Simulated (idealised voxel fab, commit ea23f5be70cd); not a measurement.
process module | voxel spacer lines
cross-section cut | 250 nm wide | cells 5 nm
A cross-section is a grid of square cells, given in bands from the top down. A band is one or more rows of cells.
Each band's line starts with the height of the band's top and of its bottom, in nm. Then come its materials from left to right, each with its width in nm. One material with "throughout" fills the band from edge to edge. "air" is empty space.
Height 0 is the level under which the wafer as received is all one material. The lowest band goes on downwards, as in "0 down".
A width such as "30 to 40" changes by the same amount from each row of cells to the next, from the band's top row to its bottom row.
"no change" after a step means that no cell of the cross-section changed.
closed voids: empty space of 8 cells or more with no open way to the top, each as width x height at its distance from the left edge, in nm
after a step's settings: what the simulator itself notes on the step
overlay nm, on a step with a mask: how far to the right of its planned place the mask lay; to the left if negative
plan
1 op RECEIVE | material Si
2 op CONFORMAL_DEP | material Al2O3 | thk nm 5
3 op DIRECTIONAL_DEP | material SiN | thk nm 10
4 op DIRECTIONAL_DEP | material aC | thk nm 20
5 op PATTERN | tone cover | mask id MANDREL | material resist | width nm 15 | pitch nm 50 | thk nm 30 | overlay nm 0
6 op DIRECTIONAL_ETCH | etch materials aC | depth nm 20
7 op STRIP | etch materials resist
8 op CONFORMAL_DEP | material SiO2 | thk nm 10
9 op DIRECTIONAL_ETCH | etch materials SiO2 | depth nm 10
10 op STRIP | etch materials aC
11 op DIRECTIONAL_ETCH | etch materials SiN | depth nm 10
12 op STRIP | etch materials SiO2
13 op FILL_DEP | material SiO2 | thk nm 10
14 op CMP | height nm 15
as received, after step 1
  0 down: Si throughout
  closed voids: none
first wafer at the end, as planned
  15 to 5: SiO2 55 | SiN 10 | SiO2 15 | SiN 10 | SiO2 15 | SiN 10 | SiO2 15 | SiN 10 | SiO2 15 | SiN 10 | SiO2 15 | SiN 10 | SiO2 60
  5 to 0: Al2O3 throughout
  0 down: Si throughout
  closed voids: none
second wafer at the end: like start, like plan, one mistake
  15 to 5: SiO2 50 | SiN 10 | SiO2 25 | SiN 10 | SiO2 5 | SiN 10 | SiO2 25 | SiN 10 | SiO2 5 | SiN 10 | SiO2 25 | SiN 10 | SiO2 55
  5 to 0: Al2O3 throughout
  0 down: Si throughout
  closed voids: none
what went wrong: step 5 ran as: op PATTERN | tone cover | mask id MANDREL | material resist | width nm 25 | pitch nm 50 | thk nm 30 | overlay nm 0
at the end the second wafer has, in cells: as many of each material as the first, in other places
